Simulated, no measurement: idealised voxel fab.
voxel wiring stack: a process module
This is section cut - it's 250 nm across, gridded in 5 nm square cells.
Cross-section layout: square cells on a grid; listed as bands, top to bottom; a band spans one or more cell rows. The band entry comprises the height of the band's top followed by the height of its bottom, expressed in nm, and subsequently the band's materials from left to right, each stated together with its width in nm. Where a single material is marked with the word "throughout", that material fills the band from edge to edge. The word "empty" represents empty space. A quick word on heights: they are counted from 0, and under that level the wafer as it came to us is one material throughout. The lowest band is different from the rest in having no bottom; it simply continues downward, written as in "z 0 and below". The two numbers in a width such as "30..40" mark its ends across the band: the first belongs to the top row of cells, the second to the bottom row, and from each row to the next the width moves by the same amount. What does "identical to before" mean for a step? It means no cell of the cross-section changed in that step. What "Completely sealed voids" gives you is every empty space of 8 cells or more that is cut off from the top. Each appears as width x height at distance, with the distance taken from the left edge and width, height and distance all in nm. after a step's settings: what the simulator itself notes on the step. The optional step-line setting "overlay nm" applies to steps with a mask and quantifies how far to the right of its planned location the mask lay, a negative value indicating leftward placement.

[Below is the list of planned process steps]
| 1 | RECEIVE [material Si] |
| 2 | CONFORMAL_DEP [material SiO2] [thk nm 10] |
| 3 | CONFORMAL_DEP [material SiN] [thk nm 5] |
| 4 | DIRECTIONAL_DEP [material lowk] [thk nm 20] |
| 5 | DIRECTIONAL_DEP [material aC] [thk nm 15] |
| 6 | PATTERN [tone open] [mask id METAL_1] [material resist] [width nm 25] [pitch nm 50] [thk nm 30] [overlay nm 0] |
| 7 | DIRECTIONAL_ETCH [etch materials aC] [depth nm 15] |
| 8 | STRIP [etch materials resist] |
| 9 | DIRECTIONAL_ETCH [etch materials lowk] [depth nm 20] |
| 10 | DIRECTIONAL_ETCH [etch materials SiN] [depth nm 5] |
| 11 | STRIP [etch materials aC] |
| 12 | CONFORMAL_DEP [material TiN] [thk nm 5] |
| 13 | FILL_DEP [material Cu] [thk nm 5] |
| 14 | CMP [height nm 35] |
| 15 | CONFORMAL_DEP [material SiCN] [thk nm 5] |
| 16 | DIRECTIONAL_DEP [material lowk] [thk nm 25] |
| 17 | DIRECTIONAL_DEP [material aC] [thk nm 15] |
| 18 | PATTERN [tone open] [mask id METAL_2_HOLES] [material resist] [width nm 15] [pitch nm 100] [thk nm 35] [overlay nm 0] |
| 19 | DIRECTIONAL_ETCH [etch materials aC] [depth nm 15] |
| 20 | STRIP [etch materials resist] |
| 21 | DIRECTIONAL_ETCH [etch materials lowk] [depth nm 25] |
| 22 | STRIP [etch materials aC] |
| 23 | PATTERN [tone open] [mask id METAL_2] [material resist] [width nm 25] [pitch nm 50] [thk nm 15] [overlay nm 0] |
| 24 | DIRECTIONAL_ETCH [etch materials lowk] [depth nm 15] |
| 25 | DIRECTIONAL_ETCH [etch materials SiCN] [depth nm 5] |
| 26 | STRIP [etch materials resist] |
| 27 | CONFORMAL_DEP [material TiN] [thk nm 5] |
| 28 | FILL_DEP [material Ru] [thk nm 5] |
| 29 | CMP [height nm 65] |
| 30 | CONFORMAL_DEP [material SiCN] [thk nm 5] |
| 31 | DIRECTIONAL_DEP [material lowk] [thk nm 35] |
| 32 | DIRECTIONAL_DEP [material aC] [thk nm 15] |
| 33 | PATTERN [tone open] [mask id METAL_3] [material resist] [width nm 25] [pitch nm 50] [thk nm 30] [overlay nm 0] |
| 34 | DIRECTIONAL_ETCH [etch materials aC] [depth nm 15] |
| 35 | STRIP [etch materials resist] |
| 36 | DIRECTIONAL_ETCH [etch materials lowk] [depth nm 20] |
| 37 | STRIP [etch materials aC] |
| 38 | MASKED_ETCH [tone open] [mask id METAL_3_HOLES] [width nm 15] [pitch nm 100] [etch materials lowk] [depth nm 15] [overlay nm 0] |
| 39 | MASKED_ETCH [tone open] [mask id METAL_3_HOLES] [width nm 15] [pitch nm 100] [etch materials SiCN] [depth nm 5] [overlay nm 0] |
| 40 | CONFORMAL_DEP [material TiN] [thk nm 5] |
| 41 | FILL_DEP [material Cu] [thk nm 10] |
| 42 | CMP [height nm 105] |
| 43 | CONFORMAL_DEP [material SiCN] [thk nm 5] |
| 44 | DIRECTIONAL_DEP [material SiO2] [thk nm 35] |
| 45 | PATTERN [tone open] [mask id METAL_4] [material resist] [width nm 25] [pitch nm 50] [thk nm 20] [overlay nm 0] |
| 46 | DIRECTIONAL_ETCH [etch materials SiO2] [depth nm 20] |
| 47 | STRIP [etch materials resist] |
| 48 | MASKED_ETCH [tone open] [mask id METAL_4_HOLES] [width nm 15] [pitch nm 50] [etch materials SiO2] [depth nm 15] [overlay nm 0] |
| 49 | MASKED_ETCH [tone open] [mask id METAL_4_HOLES] [width nm 15] [pitch nm 50] [etch materials SiCN] [depth nm 5] [overlay nm 0] |
| 50 | CONFORMAL_DEP [material TiN] [thk nm 5] |
| 51 | FILL_DEP [material Cu] [thk nm 10] |
| 52 | CMP [height nm 145] |
| 53 | CONFORMAL_DEP [material SiCN] [thk nm 5] |

[Cross-section of the wafer upon arrival, representing the state reached after step 1]
	z 0 and below  Si throughout
	Completely sealed voids: none

[Final wafer profile in cross-section after the module, from the same start and plan as above, with one mistake made during processing]
	z 150 to 145  SiCN throughout
	z 145 to 130  35 nm SiO2, then 5 nm TiN, then 15 nm Cu, then 5 nm TiN, then 25 nm SiO2, then 5 nm TiN, then 15 nm Cu, then 5 nm TiN, then 25 nm SiO2, then 5 nm TiN, then 15 nm Cu, then 5 nm TiN, then 25 nm SiO2, then 5 nm TiN, then 15 nm Cu, then 5 nm TiN, then 40 nm SiO2
	z 130 to 125  35 nm SiO2, then 5 nm TiN, then 5 nm Cu, then 15 nm TiN, then 25 nm SiO2, then 5 nm TiN, then 5 nm Cu, then 15 nm TiN, then 25 nm SiO2, then 5 nm TiN, then 5 nm Cu, then 15 nm TiN, then 25 nm SiO2, then 5 nm TiN, then 5 nm Cu, then 15 nm TiN, then 40 nm SiO2
	z 125 to 110  35 nm SiO2, then 5 nm TiN, then 5 nm Cu, then 5 nm TiN, then 35 nm SiO2, then 5 nm TiN, then 5 nm Cu, then 5 nm TiN, then 35 nm SiO2, then 5 nm TiN, then 5 nm Cu, then 5 nm TiN, then 35 nm SiO2, then 5 nm TiN, then 5 nm Cu, then 5 nm TiN, then 50 nm SiO2
	z 110 to 105  35 nm SiCN, then 15 nm TiN, then 35 nm SiCN, then 15 nm TiN, then 35 nm SiCN, then 15 nm TiN, then 35 nm SiCN, then 15 nm TiN, then 50 nm SiCN
	z 105 to 90  35 nm lowk, then 5 nm TiN, then 15 nm Cu, then 5 nm TiN, then 25 nm lowk, then 5 nm TiN, then 15 nm Cu, then 5 nm TiN, then 25 nm lowk, then 5 nm TiN, then 15 nm Cu, then 5 nm TiN, then 25 nm lowk, then 5 nm TiN, then 15 nm Cu, then 5 nm TiN, then 40 nm lowk
	z 90 to 85  35 nm lowk, then 5 nm TiN, then 5 nm Cu, then 15 nm TiN, then 25 nm lowk, then 25 nm TiN, then 25 nm lowk, then 5 nm TiN, then 5 nm Cu, then 15 nm TiN, then 25 nm lowk, then 25 nm TiN, then 40 nm lowk
	z 85 to 70  35 nm lowk, then 5 nm TiN, then 5 nm Cu, then 5 nm TiN, then 85 nm lowk, then 5 nm TiN, then 5 nm Cu, then 5 nm TiN, then 100 nm lowk
	z 70 to 65  35 nm SiCN, then 15 nm TiN, then 85 nm SiCN, then 15 nm TiN, then 100 nm SiCN
	z 65 to 55  35 nm lowk, then 5 nm TiN, then 15 nm Ru, then 5 nm TiN, then 25 nm lowk, then 5 nm TiN, then 15 nm Ru, then 5 nm TiN, then 25 nm lowk, then 5 nm TiN, then 15 nm Ru, then 5 nm TiN, then 25 nm lowk, then 5 nm TiN, then 15 nm Ru, then 5 nm TiN, then 40 nm lowk
	z 55 to 50  35 nm lowk, then 5 nm TiN, then 5 nm Ru, then 15 nm TiN, then 25 nm lowk, then 25 nm TiN, then 25 nm lowk, then 5 nm TiN, then 5 nm Ru, then 15 nm TiN, then 25 nm lowk, then 25 nm TiN, then 40 nm lowk
	z 50 to 40  35 nm lowk, then 5 nm TiN, then 5 nm Ru, then 5 nm TiN, then 85 nm lowk, then 5 nm TiN, then 5 nm Ru, then 5 nm TiN, then 100 nm lowk
	z 40 to 35  35 nm SiCN, then 15 nm TiN, then 85 nm SiCN, then 15 nm TiN, then 100 nm SiCN
	z 35 to 15  35 nm lowk, then 5 nm TiN, then 15 nm SiN, then 5 nm TiN, then 25 nm lowk, then 5 nm TiN, then 15 nm SiN, then 5 nm TiN, then 25 nm lowk, then 5 nm TiN, then 15 nm SiN, then 5 nm TiN, then 25 nm lowk, then 5 nm TiN, then 15 nm SiN, then 5 nm TiN, then 40 nm lowk
	z 15 to 10  35 nm SiN, then 25 nm TiN, then 25 nm SiN, then 25 nm TiN, then 25 nm SiN, then 25 nm TiN, then 25 nm SiN, then 25 nm TiN, then 40 nm SiN
	z 10 to 0  SiO2 throughout
	z 0 and below  Si throughout
	Completely sealed voids: none
The mistake made against the process plan was this: step 13 changed vs plan, executed as FILL_DEP [material SiN] [thk nm 5]
